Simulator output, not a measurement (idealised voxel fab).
voxel lift off: a process module
For reference, the cross-section in this document is cut, with width 270 nm and square cells of 5 nm.
A cross-section is written here as square cells arranged in a grid, and it is given in bands from the top down, each band taking up one or more rows of cells.
This entry defines a band. It first specifies the height of the band's top and the height of its bottom in nm, and then specifies the band's materials from left to right, stating each material with its width in nm. The word "full width" identifies a single material that fills the band from edge to edge, while the word "blank" identifies empty space.
It should be noted that heights are counted from 0, beneath which the wafer as supplied is of one material throughout, and that the lowest band possesses no lower boundary but continues downward, as written in "0 nm and below".
A width such as "30->40" changes by the same amount from each row of cells to the next, from the band's top row to its bottom row.
You'll sometimes find "nothing different" written for a step, and that's the way of saying that nowhere in the cross-section did a cell change during that step.
If an empty space has no open way to the top and is at least 8 cells in size, "Voids, fully enclosed" lists it, written width x height at distance, where distance is measured from the left edge and every value is in nm.
Heads up: the bit after the settings on a step's line is the simulator's remark on that step.
overlay nm, on a step with a mask: how far to the right of its planned place the mask lay; to the left if negative

**The planned process steps are enumerated hereunder**
1) RECEIVE,material Si
2) CONFORMAL_DEP,material SiO2,thk nm 5
3) PATTERN,tone open,mask id LINES,material resist,width nm 15,pitch nm 45,thk nm 30,overlay nm 0
4) DIRECTIONAL_DEP,material Ru,thk nm 15
5) STRIP,etch materials resist
6) CONFORMAL_DEP,material SiCN,thk nm 5

**Cross-sectional view of the wafer in its as-received condition, corresponding to the state after step 1**
> 0 nm and below: Si full width
> Voids, fully enclosed: none

**Post-module cross-section of the first of two wafers (run per plan)**
> 25 nm to 20 nm: blank (75) | SiCN (25) | blank (20) | SiCN (25) | blank (20) | SiCN (25) | blank (80)
> 20 nm to 10 nm: blank (75) | SiCN (5) | Ru (15) | SiCN (5) | blank (20) | SiCN (5) | Ru (15) | SiCN (5) | blank (20) | SiCN (5) | Ru (15) | SiCN (5) | blank (80)
> 10 nm to 5 nm: SiCN (80) | Ru (15) | SiCN (30) | Ru (15) | SiCN (30) | Ru (15) | SiCN (85)
> 5 nm to 0 nm: SiO2 full width
> 0 nm and below: Si full width
> Voids, fully enclosed: none

**Wafer two cross-section, module end. Start and plan unchanged from wafer one; one mistake made during the run**
> 25 nm to 20 nm: blank (70) | SiCN (35) | blank (10) | SiCN (35) | blank (10) | SiCN (35) | blank (75)
> 20 nm to 10 nm: blank (70) | SiCN (5) | Ru (25) | SiCN (5) | blank (10) | SiCN (5) | Ru (25) | SiCN (5) | blank (10) | SiCN (5) | Ru (25) | SiCN (5) | blank (75)
> 10 nm to 5 nm: SiCN (75) | Ru (25) | SiCN (20) | Ru (25) | SiCN (20) | Ru (25) | SiCN (80)
> 5 nm to 0 nm: SiO2 full width
> 0 nm and below: Si full width
> Voids, fully enclosed: none
Error vs. plan: step 3 did not use the planned setting and instead ran as PATTERN,tone open,mask id LINES,material resist,width nm 25,pitch nm 45,thk nm 30,overlay nm 0
FYI, end of process, the second wafer has more or fewer cells of some materials than the first: 18 more of Ru
